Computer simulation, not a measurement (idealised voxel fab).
You're looking at the process module voxel double patterning.
Xsec cut, 265 nm wide, square cell size 5 nm.
A cross-section is written here as square cells arranged in a grid, and it is given in bands from the top down, each band taking up one or more rows of cells.
Look at the band entry: it leads with the top's height and the bottom's height in nm. Then it lists the materials left to right, with a width in nm for each. The word "throughout" on a single material says that material fills the band edge to edge. The word "air" is empty space.
A quick word on heights: they are counted from 0, and under that level the wafer as it came to us is one material throughout. The lowest band is different from the rest in having no bottom; it simply continues downward, written as in "0 -> down".
When a width is written as two numbers, as in "30->40", the first number is the width in the top row of cells of the band and the second is the width in its bottom row, and the width changes by the same amount from each row to the next.
Take "nothing changed" at face value: in the step it is given for, the cross-section changed in none of its cells.
In "Enclosed void catalog" the enclosed voids are listed, meaning empty spaces of 8 cells or larger without any opening to the top. The form is width x height at distance, distance from the left edge, units nm.
On each step's line, the part that comes after the settings is the simulator's own comment on the step.
What "overlay nm" on a step's line means: if the step has a mask, that mask lay this far to the right of its planned place, or, when the value is negative, to the left.

**Steps planned for the process**
1,RECEIVE: material Si
2,CONFORMAL_DEP: material SiO2, thk nm 5
3,DIRECTIONAL_DEP: material polySi, thk nm 20
4,DIRECTIONAL_DEP: material SiN, thk nm 5
5,PATTERN: tone open, mask id FIRST, material resist, width nm 15, pitch nm 50, thk nm 15, overlay nm 0
6,DIRECTIONAL_ETCH: etch materials SiN, depth nm 5
7,STRIP: etch materials resist
8,DIRECTIONAL_DEP: material aC, thk nm 10
9,PATTERN: tone open, mask id SECOND, material resist, width nm 15, pitch nm 50, thk nm 30, overlay nm 0
10,DIRECTIONAL_ETCH: etch materials aC, depth nm 10
11,STRIP: etch materials resist
12,DIRECTIONAL_ETCH: etch materials SiN, depth nm 5
13,STRIP: etch materials aC
14,DIRECTIONAL_ETCH: etch materials polySi, depth nm 20
15,STRIP: etch materials SiN

**as received, after step 1**
* 0 -> down | Si throughout
* Enclosed void catalog: none

**Look at the cross-section after the module: the wafer started out the way shown above and the plan was the one shown above, yet one mistake was made along the way**
* 25 -> 20 | SiO2 throughout
* 20 -> 0 | polySi throughout
* 0 -> down | Si throughout
* Enclosed void catalog: none
Heads up, the wafer didn't run the way we planned it: steps 2 and 3 swapped
